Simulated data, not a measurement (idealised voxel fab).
process module | voxel transistor to metal
cross-section cut | 255 nm wide | cells 5 nm
A cross-section is a grid of square cells, given in bands from the top down. A band is one or more rows of cells.
Each band's line starts with the height of the band's top and of its bottom, in nm. Then come its materials from left to right, each with its width in nm. One material with "throughout" fills the band from edge to edge. "air" is empty space.
Height 0 is the level under which the wafer as received is all one material. The lowest band goes on downwards, as in "0 down".
A width such as "30 to 40" changes by the same amount from each row of cells to the next, from the band's top row to its bottom row.
"no change" after a step means that no cell of the cross-section changed.
closed voids: empty space of 8 cells or more with no open way to the top, each as width x height at its distance from the left edge, in nm
after a step's settings: what the simulator itself notes on the step
overlay nm, on a step with a mask: how far to the right of its planned place the mask lay; to the left if negative
plan
1 op RECEIVE | material Si
2 op CONFORMAL_DEP | material SiO2 | thk nm 5
3 op CONFORMAL_DEP | material SiN | thk nm 15
4 op MASKED_ETCH | tone cover | mask id ACTIVE | width nm 90 | pitch nm 110 | etch materials SiN | depth nm 15 | overlay nm 0
5 op MASKED_ETCH | tone cover | mask id ACTIVE | width nm 90 | pitch nm 110 | etch materials SiO2 | depth nm 5 | overlay nm 0
6 op MASKED_ETCH | tone cover | mask id ACTIVE | width nm 90 | pitch nm 110 | etch materials Si | depth nm 25 | overlay nm 0
7 op OXIDIZE | depth nm 5
8 op FILL_DEP | material SiO2 | thk nm 10
9 op CMP | height nm 20
10 op SELECTIVE_ETCH | etch materials SiO2 | depth nm 10
11 op STRIP | etch materials SiN
12 op SELECTIVE_ETCH | etch materials SiO2 | depth nm 5
13 op OXIDIZE | depth nm 5
14 op DIRECTIONAL_DEP | material polySi | thk nm 25
15 op DIRECTIONAL_DEP | material SiCN | thk nm 15
16 op PATTERN | tone cover | mask id GATE | material resist | width nm 20 | pitch nm 110 | thk nm 20 | overlay nm 0
17 op DIRECTIONAL_ETCH | etch materials SiCN | depth nm 25
18 op DIRECTIONAL_ETCH | etch materials polySi | depth nm 35
19 op STRIP | etch materials resist
20 op CONFORMAL_DEP | material SiN | thk nm 10
21 op DIRECTIONAL_ETCH | etch materials SiN | depth nm 10
22 op DIRECTIONAL_ETCH | etch materials SiO2 | depth nm 5
23 op DIRECTIONAL_ETCH | etch materials Si | depth nm 10
24 op EPI | material nSi | thk nm 15
25 op FILL_DEP | material SiO2 | thk nm 5
26 op CMP | height nm 40
27 op DIRECTIONAL_DEP | material SiO2 | thk nm 10
28 op PATTERN | tone open | mask id CONTACT | material resist | width nm 25 | pitch nm 55 | thk nm 15 | overlay nm 0
29 op DIRECTIONAL_ETCH | etch materials SiO2 | depth nm 50
30 op STRIP | etch materials resist
31 op CONFORMAL_DEP | material TiN | thk nm 5
32 op FILL_DEP | material Ru | thk nm 5
33 op CMP | height nm 50
34 op DIRECTIONAL_DEP | material TiN | thk nm 5
35 op DIRECTIONAL_DEP | material Ru | thk nm 15
36 op MASKED_ETCH | tone cover | mask id METAL_1 | width nm 15 | etch materials Ru | depth nm 15 | overlay nm 0
37 op MASKED_ETCH | tone cover | mask id METAL_1 | width nm 15 | etch materials TiN | depth nm 5 | overlay nm 0
38 op CONFORMAL_DEP | material SiN | thk nm 5
39 op FILL_DEP | material SiO2 | thk nm 10
40 op CMP | height nm 70
41 op CONFORMAL_DEP | material SiCN | thk nm 5
42 op DIRECTIONAL_DEP | material SiO2 | thk nm 30
43 op MASKED_ETCH | tone open | mask id METAL_2 | width nm 15 | pitch nm 110 | etch materials SiO2 | depth nm 15 | overlay nm 0
44 op DIRECTIONAL_DEP | material aC | thk nm 10
45 op PATTERN | tone open | mask id METAL_2_HOLES | material resist | width nm 15 | pitch nm 110 | thk nm 30 | overlay nm 0
46 op DIRECTIONAL_ETCH | etch materials aC | depth nm 10
47 op STRIP | etch materials resist
48 op DIRECTIONAL_ETCH | etch materials SiO2 | depth nm 15
49 op DIRECTIONAL_ETCH | etch materials SiCN | depth nm 5
50 op STRIP | etch materials aC
51 op CONFORMAL_DEP | material TiN | thk nm 5
52 op FILL_DEP | material Ru | thk nm 5
53 op CMP | height nm 105
54 op CONFORMAL_DEP | material SiN | thk nm 5
as received, after step 1
  0 down: Si throughout
  closed voids: none
first wafer at the end, as planned
  110 to 105: SiN throughout
  105 to 75: SiO2 30 | TiN 5 | Ru 5 | TiN 5 | SiO2 95 | TiN 5 | Ru 5 | TiN 5 | SiO2 100
  75 to 70: SiCN 30 | TiN 15 | SiCN 95 | TiN 15 | SiCN 100
  70 to 55: SiO2 25 | SiN 5 | Ru 15 | SiN 5 | SiO2 40 | SiN 5 | Ru 15 | SiN 5 | SiO2 20 | SiN 5 | Ru 15 | SiN 5 | SiO2 40 | SiN 5 | Ru 15 | SiN 5 | SiO2 30
  55 to 50: SiN 30 | TiN 15 | SiN 50 | TiN 15 | SiN 30 | TiN 15 | SiN 50 | TiN 15 | SiN 35
  50 to 40: SiO2 30 | TiN 5 | Ru 15 to 10 | TiN 5 to 10 | SiO2 30 | TiN 5 to 10 | Ru 15 to 10 | TiN 5 | SiO2 30 | TiN 5 | Ru 15 to 10 | TiN 5 to 10 | SiO2 30 | TiN 5 to 10 | Ru 15 to 10 | TiN 5 | SiO2 35
  40 to 25: SiO2 30 | TiN 5 | Ru 10 | TiN 5 | SiN 10 | SiCN 20 | SiN 10 | TiN 5 | Ru 10 | TiN 5 | SiO2 30 | TiN 5 | Ru 10 | TiN 5 | SiN 10 | SiCN 20 | SiN 10 | TiN 5 | Ru 10 | TiN 5 | SiO2 35
  25 to 15: SiO2 30 | TiN 5 | Ru 10 | TiN 5 | SiN 10 | polySi 20 | SiN 10 | TiN 5 | Ru 10 | TiN 5 | SiO2 30 | TiN 5 | Ru 10 | TiN 5 | SiN 10 | polySi 20 | SiN 10 | TiN 5 | Ru 10 | TiN 5 | SiO2 35
  15 to 10: SiO2 30 | TiN 20 | SiN 10 | polySi 20 | SiN 10 | TiN 20 | SiO2 30 | TiN 20 | SiN 10 | polySi 20 | SiN 10 | TiN 20 | SiO2 35
  10 to 5: SiO2 30 | TiN 5 | nSi 15 | SiN 10 | polySi 20 | SiN 10 | nSi 15 | TiN 5 | SiO2 30 | TiN 5 | nSi 15 | SiN 10 | polySi 20 | SiN 10 | nSi 15 | TiN 5 | SiO2 35
  5 to 0: SiO2 20 | SiN 10 | TiN 5 | nSi 15 | SiN 10 | polySi 20 | SiN 10 | nSi 15 | TiN 5 | SiN 10 | SiO2 10 | SiN 10 | TiN 5 | nSi 15 | SiN 10 | polySi 20 | SiN 10 | nSi 15 | TiN 5 | SiN 10 | SiO2 25
  0 to -5: SiO2 30 | nSi 20 | SiO2 40 | nSi 20 | SiO2 30 | nSi 20 | SiO2 40 | nSi 20 | SiO2 35
  -5 to -15: SiO2 30 | nSi 20 | Si 40 | nSi 20 | SiO2 30 | nSi 20 | Si 40 | nSi 20 | SiO2 35
  -15 to -30: SiO2 30 | Si 80 | SiO2 30 | Si 80 | SiO2 35
  -30 down: Si throughout
  closed voids: none
second wafer at the end: like start, like plan, one mistake
  110 to 105: SiN throughout
  105 to 75: SiO2 throughout
  75 to 70: SiCN throughout
  70 to 55: SiO2 25 | SiN 5 | Ru 15 | SiN 5 | SiO2 40 | SiN 5 | Ru 15 | SiN 5 | SiO2 20 | SiN 5 | Ru 15 | SiN 5 | SiO2 40 | SiN 5 | Ru 15 | SiN 5 | SiO2 30
  55 to 50: SiN 30 | TiN 15 | SiN 50 | TiN 15 | SiN 30 | TiN 15 | SiN 50 | TiN 15 | SiN 35
  50 to 40: SiO2 30 | TiN 5 | Ru 15 to 10 | TiN 5 to 10 | SiO2 30 | TiN 5 to 10 | Ru 15 to 10 | TiN 5 | SiO2 30 | TiN 5 | Ru 15 to 10 | TiN 5 to 10 | SiO2 30 | TiN 5 to 10 | Ru 15 to 10 | TiN 5 | SiO2 35
  40 to 25: SiO2 30 | TiN 5 | Ru 10 | TiN 5 | SiN 10 | SiCN 20 | SiN 10 | TiN 5 | Ru 10 | TiN 5 | SiO2 30 | TiN 5 | Ru 10 | TiN 5 | SiN 10 | SiCN 20 | SiN 10 | TiN 5 | Ru 10 | TiN 5 | SiO2 35
  25 to 15: SiO2 30 | TiN 5 | Ru 10 | TiN 5 | SiN 10 | polySi 20 | SiN 10 | TiN 5 | Ru 10 | TiN 5 | SiO2 30 | TiN 5 | Ru 10 | TiN 5 | SiN 10 | polySi 20 | SiN 10 | TiN 5 | Ru 10 | TiN 5 | SiO2 35
  15 to 10: SiO2 30 | TiN 20 | SiN 10 | polySi 20 | SiN 10 | TiN 20 | SiO2 30 | TiN 20 | SiN 10 | polySi 20 | SiN 10 | TiN 20 | SiO2 35
  10 to 5: SiO2 30 | TiN 5 | nSi 15 | SiN 10 | polySi 20 | SiN 10 | nSi 15 | TiN 5 | SiO2 30 | TiN 5 | nSi 15 | SiN 10 | polySi 20 | SiN 10 | nSi 15 | TiN 5 | SiO2 35
  5 to 0: SiO2 20 | SiN 10 | TiN 5 | nSi 15 | SiN 10 | polySi 20 | SiN 10 | nSi 15 | TiN 5 | SiN 10 | SiO2 10 | SiN 10 | TiN 5 | nSi 15 | SiN 10 | polySi 20 | SiN 10 | nSi 15 | TiN 5 | SiN 10 | SiO2 25
  0 to -5: SiO2 30 | nSi 20 | SiO2 40 | nSi 20 | SiO2 30 | nSi 20 | SiO2 40 | nSi 20 | SiO2 35
  -5 to -15: SiO2 30 | nSi 20 | Si 40 | nSi 20 | SiO2 30 | nSi 20 | Si 40 | nSi 20 | SiO2 35
  -15 to -30: SiO2 30 | Si 80 | SiO2 30 | Si 80 | SiO2 35
  -30 down: Si throughout
  closed voids: none
what went wrong: step 42 was run twice
at the end the second wafer has, in cells: 12 fewer of Ru | 6 more of SiCN | 36 more of SiO2 | 30 fewer of TiN
